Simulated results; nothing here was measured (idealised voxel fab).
Process module, titled voxel capacitor over wiring
Section cut is 255 nm wide and gridded with 5 nm square cells.
For the purposes of this document, a cross-section shall be understood as a grid of square cells, specified as bands listed in top-to-bottom order, each band consisting of one or more rows of cells. The entry gives the band's vertical extent as a top height and a bottom height in nm, then its horizontal make-up as materials from left to right, each with a width in nm. "blank" stands for empty space; a single material marked "throughout" fills the band edge to edge. Ref level 0: as-received wafer is one material below here. Bottom band extends down with no lower bound ("0 nm and below"). With a width like "30->40", each row of cells in the band differs from the next by the same amount, the top row carrying the first number and the bottom row the second. "same as before" means the step left every cell of the cross-section as it was. Enclosed voids (no open way to top), threshold 8 cells or more, entry "Entrapped void list", notation width x height at distance, distance from left edge, nm. Past the settings on a step's line: simulator remark, on that step. You can add "overlay nm" to a step's line. For a step with a mask, it describes how far the mask lay to the right of its planned position, and a negative number describes a lay to the left.
Steps in the process plan:
- 1: RECEIVE (material Si)
- 2: CONFORMAL_DEP (material SiO2; thk nm 15)
- 3: CONFORMAL_DEP (material SiCN; thk nm 5)
- 4: DIRECTIONAL_DEP (material lowk; thk nm 15)
- 5: PATTERN (tone open; mask id METAL_1; material resist; width nm 25; pitch nm 90; thk nm 15; overlay nm 0)
- 6: DIRECTIONAL_ETCH (etch materials lowk; depth nm 15)
- 7: DIRECTIONAL_ETCH (etch materials SiCN; depth nm 5)
- 8: STRIP (etch materials resist)
- 9: CONFORMAL_DEP (material TiN; thk nm 5)
- 10: FILL_DEP (material Cu; thk nm 5)
- 11: CMP (height nm 35)
- 12: EPI (material Ru; thk nm 5)
- 13: FILL_DEP (material SiCN; thk nm 5)
- 14: DIRECTIONAL_DEP (material lowk; thk nm 15)
- 15: DIRECTIONAL_DEP (material aC; thk nm 10)
- 16: PATTERN (tone open; mask id PLUG_1; material resist; width nm 15; thk nm 25; overlay nm 0)
- 17: DIRECTIONAL_ETCH (etch materials aC; depth nm 10)
- 18: STRIP (etch materials resist)
- 19: DIRECTIONAL_ETCH (etch materials lowk; depth nm 15)
- 20: DIRECTIONAL_ETCH (etch materials SiCN; depth nm 5)
- 21: STRIP (etch materials aC)
- 22: EPI (material Ru; thk nm 10)
- 23: EPI (material Ru; thk nm 10)
- 24: DIRECTIONAL_DEP (material TiN; thk nm 5)
- 25: DIRECTIONAL_DEP (material SiN; thk nm 5)
- 26: DIRECTIONAL_DEP (material TiN; thk nm 10)
- 27: MASKED_ETCH (tone cover; mask id UPPER_PLATE; width nm 70; etch materials TiN; depth nm 10; overlay nm 0)
- 28: MASKED_ETCH (tone cover; mask id UPPER_PLATE; width nm 70; etch materials SiN; depth nm 5; overlay nm 0)
- 29: PATTERN (tone cover; mask id LOWER_PLATE; material resist; width nm 80; thk nm 15; overlay nm 0)
- 30: DIRECTIONAL_ETCH (etch materials TiN; depth nm 5)
- 31: STRIP (etch materials resist)
- 32: FILL_DEP (material SiO2; thk nm 15)
- 33: CMP (height nm 90)
- 34: PATTERN (tone open; mask id PLUG_2; material resist; width nm 15; thk nm 15; overlay nm 0)
- 35: DIRECTIONAL_ETCH (etch materials SiO2; depth nm 10)
- 36: STRIP (etch materials resist)
- 37: CONFORMAL_DEP (material TiN; thk nm 5)
- 38: FILL_DEP (material W; thk nm 5)
- 39: CMP (height nm 90)
- 40: CONFORMAL_DEP (material SiN; thk nm 5)
The value of thk nm given for step 37 in the plan refers to the first wafer; the wafers vary in this setting and are alike at the start.
Cross-section of the first of several received wafers, showing its state after step 1:
    0 nm and below  Si throughout
    Entrapped void list: none
Cross-section of the first of several wafers once the module has run through its last step, step 40:
    95 nm to 90 nm  SiN throughout
    90 nm to 85 nm  SiO2 90 nm / TiN 5 nm / W 5 nm / TiN 5 nm / SiO2 150 nm
    85 nm to 80 nm  SiO2 90 nm / TiN 15 nm / SiO2 150 nm
    80 nm to 70 nm  SiO2 80 nm / TiN 70 nm / SiO2 105 nm
    70 nm to 65 nm  SiO2 80 nm / SiN 70 nm / SiO2 105 nm
    65 nm to 60 nm  SiO2 75 nm / TiN 80 nm / SiO2 100 nm
    60 nm to 45 nm  lowk 80 nm / Ru 15 nm / lowk 160 nm
    45 nm to 40 nm  SiCN 80 nm / Ru 15 nm / SiCN 160 nm
    40 nm to 35 nm  SiCN 65 nm / Ru 35 nm / SiCN 55 nm / Ru 35 nm / SiCN 65 nm
    35 nm to 20 nm  lowk 70 nm / TiN 5 nm / Cu 15 nm / TiN 5 nm / lowk 65 nm / TiN 5 nm / Cu 15 nm / TiN 5 nm / lowk 70 nm
    20 nm to 15 nm  SiCN 70 nm / TiN 25 nm / SiCN 65 nm / TiN 25 nm / SiCN 70 nm
    15 nm to 0 nm  SiO2 throughout
    0 nm and below  Si throughout
    Entrapped void list: none
Final wafer of several, shown in cross-section at the end of the module:
    95 nm to 90 nm  SiN throughout
    90 nm to 80 nm  SiO2 90 nm / TiN 15 nm / SiO2 150 nm
    80 nm to 70 nm  SiO2 80 nm / TiN 70 nm / SiO2 105 nm
    70 nm to 65 nm  SiO2 80 nm / SiN 70 nm / SiO2 105 nm
    65 nm to 60 nm  SiO2 75 nm / TiN 80 nm / SiO2 100 nm
    60 nm to 45 nm  lowk 80 nm / Ru 15 nm / lowk 160 nm
    45 nm to 40 nm  SiCN 80 nm / Ru 15 nm / SiCN 160 nm
    40 nm to 35 nm  SiCN 65 nm / Ru 35 nm / SiCN 55 nm / Ru 35 nm / SiCN 65 nm
    35 nm to 20 nm  lowk 70 nm / TiN 5 nm / Cu 15 nm / TiN 5 nm / lowk 65 nm / TiN 5 nm / Cu 15 nm / TiN 5 nm / lowk 70 nm
    20 nm to 15 nm  SiCN 70 nm / TiN 25 nm / SiCN 65 nm / TiN 25 nm / SiCN 70 nm
    15 nm to 0 nm  SiO2 throughout
    0 nm and below  Si throughout
    Entrapped void list: none
The following table contains a row per wafer, in which are reported, at the conclusion of the module, the cells of each material gained (+) or lost (-) since the wafer's receipt, with its closed voids given thereafter:
thk nm 5 | +18 Cu | +26 Ru | +126 SiCN | +65 SiN | +395 SiO2 | +71 TiN | +1 W | +267 lowk | Entrapped void list: none
thk nm 10 | +18 Cu | +26 Ru | +126 SiCN | +65 SiN | +395 SiO2 | +72 TiN | +267 lowk | Entrapped void list: none
thk nm 15 | +18 Cu | +26 Ru | +126 SiCN | +65 SiN | +395 SiO2 | +72 TiN | +267 lowk | Entrapped void list: none
thk nm 20 | +18 Cu | +26 Ru | +126 SiCN | +65 SiN | +395 SiO2 | +72 TiN | +267 lowk | Entrapped void list: none
